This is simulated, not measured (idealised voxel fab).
The following is a process module called voxel tone inversion.
cross-section cut | 175 nm wide | cells 5 nm
Notation: cross-section as square-cell grid; stated in bands, top first, going down; one or more cell rows per band.
It is stipulated that each band's entry specify, in nanometres, the height of the top of the band and then that of its bottom, followed by the materials of the band in left-to-right sequence, each together with its width in nanometres. A single material marked by the word "edge to edge" is understood to fill the band from edge to edge; the word "air" is understood to denote empty space.
Height is counted from the level 0, under which the received wafer is composed throughout of one material. The lowest of the bands is not closed at the bottom but continues downward, in the notation "0 and below".
The width entry "30..40" should be interpreted row by row: the top row of cells in the band takes the first number, the bottom row takes the second number, and the change between adjacent rows is uniform throughout.
Take "stayed the same" at face value: in the step it is given for, the cross-section changed in none of its cells.
Enclosed voids: empty space of 8 cells or more with no open way to the top, each as width x height at its distance from the left edge, in nm
Note: text after step settings on the step line = simulator remark on that step.
overlay nm: for a step with a mask, the amount by which the mask lay right of where it was planned; a negative amount means left of it.

## This section lists the process steps that were planned
1. op RECEIVE | material Si
2. op CONFORMAL_DEP | material SiN | thk nm 5
3. op DIRECTIONAL_DEP | material aC | thk nm 15
4. op PATTERN | tone cover | mask id POSTS | material resist | width nm 25 | pitch nm 55 | thk nm 20 | overlay nm 0
5. op DIRECTIONAL_ETCH | etch materials aC | depth nm 15
6. op STRIP | etch materials resist
7. op FILL_DEP | material lowk | thk nm 5
8. op CMP | height nm 20
9. op STRIP | etch materials aC
10. op CONFORMAL_DEP | material TiN | thk nm 5
11. op FILL_DEP | material Ru | thk nm 5
12. op CMP | height nm 20
13. op CONFORMAL_DEP | material SiCN | thk nm 5

## This is the cross-section of the wafer as we received it, i.e. after step 1
- 0 and below: Si edge to edge
- Enclosed voids: none

## Cross-section: first of two wafers, module finished, run according to plan
- 25 down to 20: SiCN edge to edge
- 20 down to 10: 20 nm lowk, 5 nm TiN, 15 nm Ru, 5 nm TiN, 30 nm lowk, 5 nm TiN, 15 nm Ru, 5 nm TiN, 30 nm lowk, 5 nm TiN, 15 nm Ru, 5 nm TiN, 20 nm lowk
- 10 down to 5: 20 nm lowk, 25 nm TiN, 30 nm lowk, 25 nm TiN, 30 nm lowk, 25 nm TiN, 20 nm lowk
- 5 down to 0: SiN edge to edge
- 0 and below: Si edge to edge
- Enclosed voids: none

## So this is wafer number two of the two, cut at the end of the module - it started where the first did and had the same plan, we just got one thing wrong running it
- 20 down to 15: SiCN edge to edge
- 15 down to 10: 20 nm lowk, 5 nm TiN, 15 nm Ru, 5 nm TiN, 30 nm lowk, 5 nm TiN, 15 nm Ru, 5 nm TiN, 30 nm lowk, 5 nm TiN, 15 nm Ru, 5 nm TiN, 20 nm lowk
- 10 down to 5: 20 nm lowk, 25 nm TiN, 30 nm lowk, 25 nm TiN, 30 nm lowk, 25 nm TiN, 20 nm lowk
- 5 down to 0: SiN edge to edge
- 0 and below: Si edge to edge
- Enclosed voids: none
Heads up, the wafer didn't run the way we planned it: note that step 12 departed from the planned setting and was carried out as op CMP | height nm 15
Heads up, by the end the second wafer has more or fewer cells of some materials compared to the first: 9 fewer of Ru | 6 fewer of TiN | 20 fewer of lowk
